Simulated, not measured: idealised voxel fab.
Process module heading - voxel capacitor over wiring
The figure presents cross-section cut, which has a width of 245 nm and is divided into square cells with an edge length of 5 nm.
In what follows, cross-sections appear as grids of square cells, described through bands that run from the top down, where every band is one or more rows of cells. Top, bottom (nm), then materials left to right with widths (nm); lone material tagged "full width" fills the whole band edge to edge; "empty" = empty space. Heights are reckoned from 0. Under this level, the received wafer is all of one material. The bottommost band is open-ended downward, for example "0 and below". Graded width ("30 to 40"): value in top row of band = first number; value in bottom row = second number; row-to-row change constant. "same as before" means the step left every cell of the cross-section as it was. The entry titled "Cavities, closed" provides the empty spaces that have no open way to the top, restricted to those of 8 cells or more. Each is presented as width x height at distance, the distance being measured from the left edge, with all three in nm. That trailing text on a step's line, after the settings, is the simulator's own remark on the step. overlay nm: mask right of planned place by this much (step with mask). Neg. = left.

These are the steps we planned for the process
1 RECEIVE | material Si
2 CONFORMAL_DEP | material SiO2 | thk nm 15
3 CONFORMAL_DEP | material SiCN | thk nm 5
4 DIRECTIONAL_DEP | material SiO2 | thk nm 25
5 DIRECTIONAL_DEP | material aC | thk nm 15
6 PATTERN | tone open | mask id METAL_1 | material resist | width nm 25 | pitch nm 80 | thk nm 30 | overlay nm 0
7 DIRECTIONAL_ETCH | etch materials aC | depth nm 15
8 STRIP | etch materials resist
9 DIRECTIONAL_ETCH | etch materials SiO2 | depth nm 25
10 DIRECTIONAL_ETCH | etch materials SiCN | depth nm 5
11 STRIP | etch materials aC
12 CONFORMAL_DEP | material TiN | thk nm 5
13 FILL_DEP | material Cu | thk nm 5
14 CMP | height nm 45
15 CONFORMAL_DEP | material SiCN | thk nm 5
16 DIRECTIONAL_DEP | material SiO2 | thk nm 10
17 DIRECTIONAL_DEP | material aC | thk nm 10
18 PATTERN | tone open | mask id PLUG_1 | material resist | width nm 15 | thk nm 25 | overlay nm 0
19 DIRECTIONAL_ETCH | etch materials aC | depth nm 10
20 STRIP | etch materials resist
21 DIRECTIONAL_ETCH | etch materials SiO2 | depth nm 10
22 DIRECTIONAL_ETCH | etch materials SiCN | depth nm 5
23 STRIP | etch materials aC
24 CONFORMAL_DEP | material TiN | thk nm 5
25 FILL_DEP | material Ru | thk nm 5
26 CMP | height nm 60
27 DIRECTIONAL_DEP | material TiN | thk nm 10
28 DIRECTIONAL_DEP | material HfO2 | thk nm 5
29 DIRECTIONAL_DEP | material TiN | thk nm 5
30 DIRECTIONAL_DEP | material aC | thk nm 15
31 PATTERN | tone cover | mask id UPPER_PLATE | material resist | width nm 60 | thk nm 30 | overlay nm 0
32 DIRECTIONAL_ETCH | etch materials aC | depth nm 15
33 STRIP | etch materials resist
34 DIRECTIONAL_ETCH | etch materials TiN | depth nm 5
35 DIRECTIONAL_ETCH | etch materials HfO2 | depth nm 5
36 STRIP | etch materials aC
37 PATTERN | tone cover | mask id LOWER_PLATE | material resist | width nm 70 | thk nm 20 | overlay nm 0
38 DIRECTIONAL_ETCH | etch materials TiN | depth nm 10
39 STRIP | etch materials resist
40 FILL_DEP | material SiO2 | thk nm 20
41 CMP | height nm 95
42 PATTERN | tone open | mask id PLUG_2 | material resist | width nm 15 | thk nm 20 | overlay nm 0
43 DIRECTIONAL_ETCH | etch materials SiO2 | depth nm 15
44 STRIP | etch materials resist
45 CONFORMAL_DEP | material TiN | thk nm 5
46 FILL_DEP | material Ru | thk nm 5
47 CMP | height nm 95
48 CONFORMAL_DEP | material SiCN | thk nm 5

Incoming wafer, cross-sectional view, post step 1
* 0 and below | Si full width
* Cavities, closed: none

First of two wafers: cross-section at end of module, run per plan
* 100 down to 95 | SiCN full width
* 95 down to 85 | 90 of SiO2 / 5 of TiN / 5 of Ru / 5 of TiN / 140 of SiO2
* 85 down to 75 | 90 to 80 of SiO2 / 15 to 60 of TiN / 140 to 105 of SiO2
* 75 down to 70 | 80 of SiO2 / 60 of HfO2 / 105 of SiO2
* 70 down to 60 | 75 of SiO2 / 70 of TiN / 100 of SiO2
* 60 down to 50 | 80 of SiO2 / 5 of TiN / 5 of Ru / 5 of TiN / 150 of SiO2
* 50 down to 45 | 80 of SiCN / 15 of TiN / 150 of SiCN
* 45 down to 20 | 70 of SiO2 / 5 of TiN / 15 of Cu / 5 of TiN / 55 of SiO2 / 5 of TiN / 15 of Cu / 5 of TiN / 70 of SiO2
* 20 down to 15 | 70 of SiCN / 25 of TiN / 55 of SiCN / 25 of TiN / 70 of SiCN
* 15 down to 0 | SiO2 full width
* 0 and below | Si full width
* Cavities, closed: none

Cross-section at end of module for the second wafer of two, which matched the first in starting point and plan and differed by one mistake in its processing
* 100 down to 95 | SiCN full width
* 95 down to 85 | 90 of SiO2 / 5 of TiN / 5 of Ru / 5 of TiN / 140 of SiO2
* 85 down to 75 | 90 to 80 of SiO2 / 15 to 60 of TiN / 140 to 105 of SiO2
* 75 down to 70 | 80 of SiO2 / 60 of HfO2 / 105 of SiO2
* 70 down to 60 | 75 of SiO2 / 70 of TiN / 100 of SiO2
* 60 down to 50 | 80 of SiO2 / 5 of TiN / 5 of Ru / 5 of TiN / 150 of SiO2
* 50 down to 45 | 80 of SiCN / 15 of TiN / 150 of SiCN
* 45 down to 20 | 65 of SiO2 / 5 of TiN / 15 of Cu / 5 of TiN / 55 of SiO2 / 5 of TiN / 15 of Cu / 5 of TiN / 75 of SiO2
* 20 down to 15 | 65 of SiCN / 25 of TiN / 55 of SiCN / 25 of TiN / 75 of SiCN
* 15 down to 0 | SiO2 full width
* 0 and below | Si full width
* Cavities, closed: none
Nonconformance to the process plan: off-plan run, step 6, actual operation and settings PATTERN | tone open | mask id METAL_1 | material resist | width nm 25 | pitch nm 80 | thk nm 30 | overlay nm -5
In the final comparison it is observed that the number of cells assigned to each material is identical for the two wafers, whereas their placement is not.
